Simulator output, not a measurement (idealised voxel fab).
This section sets out a process module, namely voxel released beams.
Cross-section cut spans 140 nm and uses square cells 5 nm in size.
We lay out every cross-section as a grid of square cells and spell it out in bands from the top down, where one band means one or more rows of cells. Quick guide to a band line: top height, bottom height (nm) up front; then every material left to right with its width in nm. Only one material and it's marked "edge to edge"? Then it fills the band edge to edge. And "air" just means empty space. Ref level 0: as-received wafer is one material below here. Bottom band extends down with no lower bound ("top 0, no bottom"). Read "30 to 40" as a graded width: first number on top, second number at the bottom, same change between each pair of neighbouring rows. Step note "no modifications" = no cross-section cell changed. Look at "Enclosed void entries" for the closed voids: empty spaces with no open path to the top, sized 8 cells or up. Each is width x height at distance, distance from the left edge, all nm. That trailing text on a step's line, after the settings, is the simulator's own remark on the step. If you see "overlay nm" on a step's line and that step has a mask, it's telling you how far right of where it was planned the mask ended up; a negative number means it went left instead.

### The process steps that were planned are listed below
step 1: RECEIVE: material Si
step 2: CONFORMAL_DEP: material Al2O3, thk nm 5
step 3: DIRECTIONAL_DEP: material SiO2, thk nm 15
step 4: PATTERN: tone open, mask id ANCHOR, material resist, width nm 30, thk nm 15, overlay nm 0
step 5: DIRECTIONAL_ETCH: etch materials SiO2, depth nm 15
step 6: STRIP: etch materials resist
step 7: CONFORMAL_DEP: material W, thk nm 10
step 8: MASKED_ETCH: tone cover, mask id BEAM, width nm 85, etch materials W, depth nm 10, overlay nm 0
step 9: STRIP: etch materials SiO2

### First wafer out of two, processed as planned

### Here's what the wafer looked like in cross-section when it arrived - that's after step 1
	top 0, no bottom | Si edge to edge
	Enclosed void entries: none

### Wafer xsec, post step 2
	top 5, bottom 0 | Al2O3 edge to edge
	Below 0 it's all the same as before, nothing changed down there.

### Wafer xsec, post step 3
	top 20, bottom 5 | SiO2 edge to edge
	Below 5 it's all the same as before, nothing changed down there.

### Wafer xsec, post step 4
	top 35, bottom 20 | 30 resist | 30 air | 80 resist
	Below 20 it's all the same as before, nothing changed down there.

### Wafer xsec, post step 5
	top 35, bottom 20 | 30 resist | 30 air | 80 resist
	top 20, bottom 5 | 30 SiO2 | 30 air | 80 SiO2
	Below 5 it's all the same as before, nothing changed down there.

### Wafer xsec, post step 6
	top 20, bottom 5 | 30 SiO2 | 30 air | 80 SiO2
	Below 5 it's all the same as before, nothing changed down there.

### Wafer xsec, post step 7
	top 30, bottom 20 | 40 W | 10 air | 90 W
	top 20, bottom 15 | 30 SiO2 | 10 W | 10 air | 10 W | 80 SiO2
	top 15, bottom 5 | 30 SiO2 | 30 W | 80 SiO2
	Below 5 it's all the same as before, nothing changed down there.

### Wafer xsec, post step 8
	top 30, bottom 20 | 25 air | 15 W | 10 air | 60 W | 30 air
	Below 20 it's all the same as before, nothing changed down there.

### Wafer xsec, post step 9
	top 30, bottom 20 | 25 air | 15 W | 10 air | 60 W | 30 air
	top 20, bottom 15 | 30 air | 10 W | 10 air | 10 W | 80 air
	top 15, bottom 5 | 30 air | 30 W | 80 air
	Below 5 it's all the same as before, nothing changed down there.

### Wafer two of the pair: same origin, same plan, one error during the run; identical to wafer one up to and including step 7

### Second wafer shown in cross-section at the time step 8 was slated to end
	top 30, bottom 20 | 30 air | 10 W | 10 air | 55 W | 35 air
	Below 20 it's all the same as before, nothing changed down there.

### Second wafer shown in cross-section at the time step 9 was slated to end
	top 30, bottom 20 | 30 air | 10 W | 10 air | 55 W | 35 air
	top 20, bottom 15 | 30 air | 10 W | 10 air | 10 W | 80 air
	top 15, bottom 5 | 30 air | 30 W | 80 air
	Below 5 it's all the same as before, nothing changed down there.
It is concluded that the wafer was processed incorrectly with respect to the plan, in that step 8, actual vs plan mismatch, actual run MASKED_ETCH: tone cover, mask id BEAM, width nm 75, etch materials W, depth nm 10, overlay nm 0
Wrapping up, a cell-based count of both wafers puts the second over or under the first for these materials: W -4
